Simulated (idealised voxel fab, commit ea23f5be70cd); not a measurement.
Process module in this document: voxel self aligned contacts
Square cells of 5 nm make up the cross-section cut, whose width is 225 nm.
Just so we're on the same page, the cross-sections are grids of square cells, and they're listed out in bands top to bottom, each band one or more rows deep. Top height, bottom height, nm. Materials left to right, width each, nm. Single material + "edge to edge" = fills band edge to edge. "empty" = empty. Heads up on the height convention: 0 is the point under which the incoming wafer is all one material, and the lowest band has no bottom, it just keeps going down, like "0 down". Quick explanation for "30 to 40": the width changes in equal steps down the rows of cells, from the first number in the band's top row to the second number in its bottom row. You'll sometimes find "remained the same" written for a step, and that's the way of saying that nowhere in the cross-section did a cell change during that step. "Enclosed cavities" contains a list of empty spaces, each no smaller than 8 cells and without an open way to the top, written in the form width x height at distance with the distance from the left edge and all three in nm. Formally, on a step line, whatever follows the settings is a remark that the simulator itself makes on the step. Among the settings permitted on a step's line is "overlay nm"; applied to a step with a mask, it specifies the extent to which the mask lay to the right of its planned position, whereas a negative figure signifies a position to the left.

-- Intended process steps
1: RECEIVE [material Si]
2: OXIDIZE [depth nm 5]
3: DIRECTIONAL_DEP [material polySi] [thk nm 30]
4: DIRECTIONAL_DEP [material SiN] [thk nm 15]
5: MASKED_ETCH [tone cover] [mask id GATE] [width nm 30] [pitch nm 55] [etch materials SiN] [depth nm 15] [overlay nm 0]
6: MASKED_ETCH [tone cover] [mask id GATE] [width nm 30] [pitch nm 55] [etch materials polySi] [depth nm 30] [overlay nm 0]
7: CONFORMAL_DEP [material SiN] [thk nm 5]
8: DIRECTIONAL_ETCH [etch materials SiN] [depth nm 5]
9: FILL_DEP [material SiO2] [thk nm 20]
10: CMP [height nm 55]
11: MASKED_ETCH [tone open] [mask id CONTACT] [width nm 35] [pitch nm 55] [etch materials SiO2] [depth nm 60] [overlay nm 0]
12: CONFORMAL_DEP [material TiN] [thk nm 5]
13: FILL_DEP [material W] [thk nm 10]
14: CMP [height nm 55]
15: CONFORMAL_DEP [material SiN] [thk nm 5]

-- Cross-section of the wafer at receipt, which is the condition after step 1
  0 down  Si edge to edge
  Enclosed cavities: none

-- Cross-sectional view of the first of the two wafers upon completion of the module, processed in accordance with the plan
  60 to 55  SiN edge to edge
  55 to 45  65 SiO2 / 5 to 15 TiN / 25 to 5 W / 5 to 15 TiN / 20 SiO2 / 5 to 15 TiN / 25 to 5 W / 5 to 15 TiN / 70 SiO2
  45 to 30  35 SiO2 / 40 SiN / 5 TiN / 5 W / 5 TiN / 40 SiN / 5 TiN / 5 W / 5 TiN / 40 SiN / 40 SiO2
  30 to 0  35 SiO2 / 5 SiN / 30 polySi / 5 SiN / 5 TiN / 5 W / 5 TiN / 5 SiN / 30 polySi / 5 SiN / 5 TiN / 5 W / 5 TiN / 5 SiN / 30 polySi / 5 SiN / 40 SiO2
  0 to -5  75 SiO2 / 15 TiN / 40 SiO2 / 15 TiN / 80 SiO2
  -5 down  Si edge to edge
  Enclosed cavities: none

-- Second wafer of the two, sectioned at the end of the module. It began like the first and followed the same plan, but one mistake was made while running it
  60 to 55  SiN edge to edge
  55 to 45  55 SiO2 / 5 to 25 TiN / 25 to 5 W / 5 TiN / 20 SiO2 / 5 to 25 TiN / 25 to 5 W / 5 TiN / 80 SiO2
  45 to 30  35 SiO2 / 40 SiN / 5 TiN / 5 W / 5 TiN / 40 SiN / 5 TiN / 5 W / 5 TiN / 40 SiN / 40 SiO2
  30 to 0  35 SiO2 / 5 SiN / 30 polySi / 5 SiN / 5 TiN / 5 W / 5 TiN / 5 SiN / 30 polySi / 5 SiN / 5 TiN / 5 W / 5 TiN / 5 SiN / 30 polySi / 5 SiN / 40 SiO2
  0 to -5  75 SiO2 / 15 TiN / 40 SiO2 / 15 TiN / 80 SiO2
  -5 down  Si edge to edge
  Enclosed cavities: none
The mistake made against the process plan was this: for step 11, the planned setting was not used; the step was instead run as MASKED_ETCH [tone open] [mask id CONTACT] [width nm 35] [pitch nm 55] [etch materials SiO2] [depth nm 60] [overlay nm -10]
In the final comparison it is observed that the number of cells assigned to each material is identical for the two wafers, whereas their placement is not.
